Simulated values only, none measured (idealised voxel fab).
Process module under the name voxel transistor to metal
Displayed cross-section: cut, width of 185 nm, square cells sized 5 nm.
In what follows, cross-sections appear as grids of square cells, described through bands that run from the top down, where every band is one or more rows of cells.
The entry gives the band's vertical extent as a top height and a bottom height in nm, then its horizontal make-up as materials from left to right, each with a width in nm. "blank" stands for empty space; a single material marked "edge to edge" fills the band edge to edge.
Height datum 0, below which the as-received substrate wafer is one material. Lowest band open at the bottom, running downward: "0 nm and below".
The notation "30 to 40" denotes a width that varies across the rows of cells in the band, beginning at the first number in the top row, finishing at the second number in the bottom row, and changing by an identical amount from each row to the next.
"remains unaltered" for a step: no cell of the cross-section changed in that step.
"closed voids" means: voids of 8 cells or more that are shut off from the top with no open way through. Written width x height at distance, distance from the left edge, in nm.
Post-settings text on a step line: simulator's own remark regarding the step.
overlay nm: where the mask lay relative to plan, measured to the right, on steps with a mask; negatives go left.

### Here's what the planned process steps look like
- 1: op RECEIVE | material Si
- 2: op CONFORMAL_DEP | material SiO2 | thk nm 5
- 3: op CONFORMAL_DEP | material SiN | thk nm 10
- 4: op DIRECTIONAL_DEP | material aC | thk nm 10
- 5: op PATTERN | tone cover | mask id ACTIVE | material resist | width nm 95 | thk nm 30 | overlay nm 0
- 6: op DIRECTIONAL_ETCH | etch materials aC | depth nm 10
- 7: op STRIP | etch materials resist
- 8: op DIRECTIONAL_ETCH | etch materials SiN | depth nm 10
- 9: op DIRECTIONAL_ETCH | etch materials SiO2 | depth nm 5
- 10: op DIRECTIONAL_ETCH | etch materials Si | depth nm 25
- 11: op STRIP | etch materials aC
- 12: op FILL_DEP | material SiO2 | thk nm 15
- 13: op CMP | height nm 15
- 14: op SELECTIVE_ETCH | etch materials SiO2 | depth nm 5
- 15: op STRIP | etch materials SiN
- 16: op SELECTIVE_ETCH | etch materials SiO2 | depth nm 5
- 17: op OXIDIZE | depth nm 5
- 18: op DIRECTIONAL_DEP | material polySi | thk nm 25
- 19: op DIRECTIONAL_DEP | material SiCN | thk nm 15
- 20: op MASKED_ETCH | tone cover | mask id GATE | width nm 25 | etch materials SiCN | depth nm 25 | overlay nm 0
- 21: op MASKED_ETCH | tone cover | mask id GATE | width nm 25 | etch materials polySi | depth nm 35 | overlay nm 0
- 22: op CONFORMAL_DEP | material SiN | thk nm 5
- 23: op DIRECTIONAL_ETCH | etch materials SiN | depth nm 5
- 24: op DIRECTIONAL_ETCH | etch materials SiO2 | depth nm 5
- 25: op EPI | material SiGe | thk nm 5
- 26: op FILL_DEP | material SiO2 | thk nm 10
- 27: op CMP | height nm 25
- 28: op STRIP | etch materials polySi
- 29: op SELECTIVE_ETCH | etch materials SiO2 | depth nm 5
- 30: op CONFORMAL_DEP | material HfO2 | thk nm 5
- 31: op CONFORMAL_DEP | material TiN | thk nm 5
- 32: op FILL_DEP | material W | thk nm 10
- 33: op CMP | height nm 20
- 34: op DIRECTIONAL_DEP | material SiO2 | thk nm 15
- 35: op MASKED_ETCH | tone open | mask id CONTACT | width nm 15 | pitch nm 70 | etch materials SiO2 | depth nm 35 | overlay nm 0
- 36: op CONFORMAL_DEP | material TiN | thk nm 5
- 37: op FILL_DEP | material Ru | thk nm 5
- 38: op CMP | height nm 35
- 39: op DIRECTIONAL_DEP | material TiN | thk nm 5
- 40: op DIRECTIONAL_DEP | material Ru | thk nm 15
- 41: op MASKED_ETCH | tone cover | mask id METAL_1 | width nm 15 | pitch nm 70 | etch materials Ru | depth nm 15 | overlay nm 0
- 42: op MASKED_ETCH | tone cover | mask id METAL_1 | width nm 15 | pitch nm 70 | etch materials TiN | depth nm 5 | overlay nm 0
- 43: op CONFORMAL_DEP | material SiCN | thk nm 5
- 44: op FILL_DEP | material lowk | thk nm 5
- 45: op CMP | height nm 55
- 46: op CONFORMAL_DEP | material SiCN | thk nm 5
- 47: op DIRECTIONAL_DEP | material lowk | thk nm 25
- 48: op DIRECTIONAL_DEP | material aC | thk nm 10
- 49: op PATTERN | tone open | mask id METAL_2 | material resist | width nm 15 | pitch nm 70 | thk nm 30 | overlay nm 0
- 50: op DIRECTIONAL_ETCH | etch materials aC | depth nm 10
- 51: op STRIP | etch materials resist
- 52: op DIRECTIONAL_ETCH | etch materials lowk | depth nm 15
- 53: op STRIP | etch materials aC
- 54: op MASKED_ETCH | tone open | mask id METAL_2_HOLES | width nm 15 | pitch nm 70 | etch materials lowk | depth nm 10 | overlay nm 0
- 55: op MASKED_ETCH | tone open | mask id METAL_2_HOLES | width nm 15 | pitch nm 70 | etch materials SiCN | depth nm 5 | overlay nm 0
- 56: op CONFORMAL_DEP | material TiN | thk nm 5
- 57: op FILL_DEP | material Cu | thk nm 5
- 58: op CMP | height nm 85
- 59: op CONFORMAL_DEP | material SiCN | thk nm 5

### Wafer cross-section on receipt, i.e. after step 1
	0 nm and below = Si edge to edge
	closed voids: none

### Cross-section taken at module completion on the first of two wafers; processed per the plan
	90 nm to 85 nm = SiCN edge to edge
	85 nm to 60 nm = lowk (50), then TiN (5), then Cu (5), then TiN (5), then lowk (55), then TiN (5), then Cu (5), then TiN (5), then lowk (50)
	60 nm to 55 nm = SiCN (50), then TiN (15), then SiCN (55), then TiN (15), then SiCN (50)
	55 nm to 40 nm = lowk (45), then SiCN (5), then Ru (15), then SiCN (5), then lowk (45), then SiCN (5), then Ru (15), then SiCN (5), then lowk (45)
	40 nm to 35 nm = SiCN (50), then TiN (15), then SiCN (55), then TiN (15), then SiCN (50)
	35 nm to 20 nm = SiO2 (50), then TiN (5), then Ru (5), then TiN (5), then SiO2 (55), then TiN (5), then Ru (5), then TiN (5), then SiO2 (50)
	20 nm to 5 nm = SiO2 (50), then TiN (5), then Ru (5), then TiN (5), then SiO2 (10), then SiN (5), then HfO2 (5), then TiN (5), then W (5), then TiN (5), then HfO2 (5), then SiN (5), then SiO2 (10), then TiN (5), then Ru (5), then TiN (5), then SiO2 (50)
	5 nm to 0 nm = SiO2 (40), then SiN (5), then SiO2 (5), then TiN (15), then SiO2 (10), then SiN (5), then HfO2 (5), then TiN (15), then HfO2 (5), then SiN (5), then SiO2 (10), then TiN (15), then SiO2 (5), then SiN (5), then SiO2 (40)
	0 nm to -5 nm = SiO2 (45), then SiGe (30), then HfO2 (35), then SiGe (30), then SiO2 (45)
	-5 nm to -25 nm = SiO2 (45), then Si (95), then SiO2 (45)
	-25 nm and below = Si edge to edge
	closed voids: none

### Now the second wafer, cross-sectioned at the end of the module. Nothing different at the start, nothing different in the plan compared with the first, just one mistake when it was actually run
	90 nm to 85 nm = SiCN edge to edge
	85 nm to 60 nm = lowk (50), then TiN (5), then Cu (5), then TiN (5), then lowk (55), then TiN (5), then Cu (5), then TiN (5), then lowk (50)
	60 nm to 55 nm = SiCN (50), then TiN (15), then SiCN (55), then TiN (15), then SiCN (50)
	55 nm to 40 nm = lowk (45), then SiCN (5), then Ru (15), then SiCN (5), then lowk (45), then SiCN (5), then Ru (15), then SiCN (5), then lowk (45)
	40 nm to 35 nm = SiCN (50), then TiN (15), then SiCN (55), then TiN (15), then SiCN (50)
	35 nm to 30 nm = W (65), then TiN (25), then W (5), then TiN (25), then W (65)
	30 nm to 25 nm = TiN (70), then HfO2 (15), then TiN (5), then W (5), then TiN (5), then HfO2 (15), then TiN (70)
	25 nm to 20 nm = HfO2 (75), then SiN (5), then HfO2 (5), then TiN (5), then W (5), then TiN (5), then HfO2 (5), then SiN (5), then HfO2 (75)
	20 nm to 5 nm = SiO2 (75), then SiN (5), then HfO2 (5), then TiN (5), then W (5), then TiN (5), then HfO2 (5), then SiN (5), then SiO2 (75)
	5 nm to 0 nm = SiO2 (40), then SiN (5), then SiO2 (30), then SiN (5), then HfO2 (5), then TiN (15), then HfO2 (5), then SiN (5), then SiO2 (30), then SiN (5), then SiO2 (40)
	0 nm to -5 nm = SiO2 (45), then SiGe (30), then HfO2 (35), then SiGe (30), then SiO2 (45)
	-5 nm to -25 nm = SiO2 (45), then Si (95), then SiO2 (45)
	-25 nm and below = Si edge to edge
	closed voids: none
What broke from the plan during processing? plan step 33 skipped
Final wafer comparison in cells, second versus first, more or fewer per material: 38 more of HfO2; 12 fewer of Ru; 2 more of SiN; 69 fewer of SiO2; 12 more of TiN; 29 more of W
